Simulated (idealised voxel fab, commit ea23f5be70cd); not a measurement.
The document below concerns the process module designated voxel self aligned contacts.
cross-section cut | 175 nm wide | cells 5 nm
When this document writes out a cross-section, it uses a grid of square cells and lists it as bands, beginning at the top and moving down, with a band standing for one or more rows of cells. Read a band's entry like this: the first values are the height of its top and the height of its bottom in nm, and what follows is the sequence of materials from left to right, each with its width in nm. Note that "blank" is empty space, and that a single material marked "all across" reaches across the band from edge to edge. Counting heights begins at 0, where everything beneath is, in the wafer as received, one material. The lowest band has no bottom; it goes on downwards, as "0 -> down" shows. Top row gets the first number, bottom row gets the second, and each row in between changes by the same step: that is how a band width like "30->40" works. It should be understood that the words "remained the same", when stated for a given step, signify that the cross-section underwent no change in any of its cells during that step. "Enclosed void entries" contains a list of empty spaces, each no smaller than 8 cells and without an open way to the top, written in the form width x height at distance with the distance from the left edge and all three in nm. Text after the settings on a step's line: the simulator's own remark on that step. If you see "overlay nm" on a step's line and that step has a mask, it's telling you how far right of where it was planned the mask ended up; a negative number means it went left instead.
-- Steps in the process plan
1) RECEIVE (material Si)
2) OXIDIZE (depth nm 5)
3) DIRECTIONAL_DEP (material polySi; thk nm 25)
4) DIRECTIONAL_DEP (material SiN; thk nm 20)
5) MASKED_ETCH (tone cover; mask id GATE; width nm 25; pitch nm 65; etch materials SiN; depth nm 20; overlay nm 0)
6) MASKED_ETCH (tone cover; mask id GATE; width nm 25; pitch nm 65; etch materials polySi; depth nm 25; overlay nm 0)
7) CONFORMAL_DEP (material SiN; thk nm 10)
8) DIRECTIONAL_ETCH (etch materials SiN; depth nm 10)
9) FILL_DEP (material SiO2; thk nm 10)
10) CMP (height nm 50)
11) PATTERN (tone open; mask id CONTACT; material resist; width nm 50; thk nm 15; overlay nm 0)
12) DIRECTIONAL_ETCH (etch materials SiO2; depth nm 55)
13) STRIP (etch materials resist)
14) CONFORMAL_DEP (material TiN; thk nm 5)
15) FILL_DEP (material W; thk nm 10)
16) CMP (height nm 50)
17) CONFORMAL_DEP (material SiCN; thk nm 5)
-- as received, after step 1
> 0 -> down  Si all across
> Enclosed void entries: none
-- Run as planned - first of the two wafers cross-sectioned at the end of the module
> 55 -> 50  SiCN all across
> 50 -> 45  SiO2 60, then TiN 20, then W 10, then TiN 20, then SiO2 65
> 45 -> 25  SiO2 30, then SiN 45, then TiN 5, then W 10, then TiN 5, then SiN 45, then SiO2 35
> 25 -> 0  SiO2 30, then SiN 10, then polySi 25, then SiN 10, then TiN 5, then W 10, then TiN 5, then SiN 10, then polySi 25, then SiN 10, then SiO2 35
> 0 -> -5  SiO2 75, then TiN 20, then SiO2 80
> -5 -> down  Si all across
> Enclosed void entries: none
-- Wafer two, sectioned after the module: the first wafer's start, the first wafer's plan, and one mistake in how it was run
> 55 -> 50  SiCN all across
> 50 -> 45  SiO2 60, then TiN 20, then W 10, then TiN 20, then SiO2 65
> 45 -> 25  SiO2 30, then SiN 45, then TiN 5, then W 10, then TiN 5, then SiN 45, then SiO2 35
> 25 -> 5  SiO2 30, then SiN 10, then polySi 25, then SiN 10, then TiN 5, then W 10, then TiN 5, then SiN 10, then polySi 25, then SiN 10, then SiO2 35
> 5 -> 0  SiO2 30, then SiN 10, then polySi 25, then SiN 10, then TiN 20, then SiN 10, then polySi 25, then SiN 10, then SiO2 35
> 0 -> down  Si all across
> Enclosed void entries: none
What was done differently from what was planned? step 2 of the plan got skipped, so it never ran
Wrapping up, a cell-based count of both wafers puts the second over or under the first for these materials: Si: 35 more; SiO2: 31 fewer; TiN: 2 fewer; W: 2 fewer
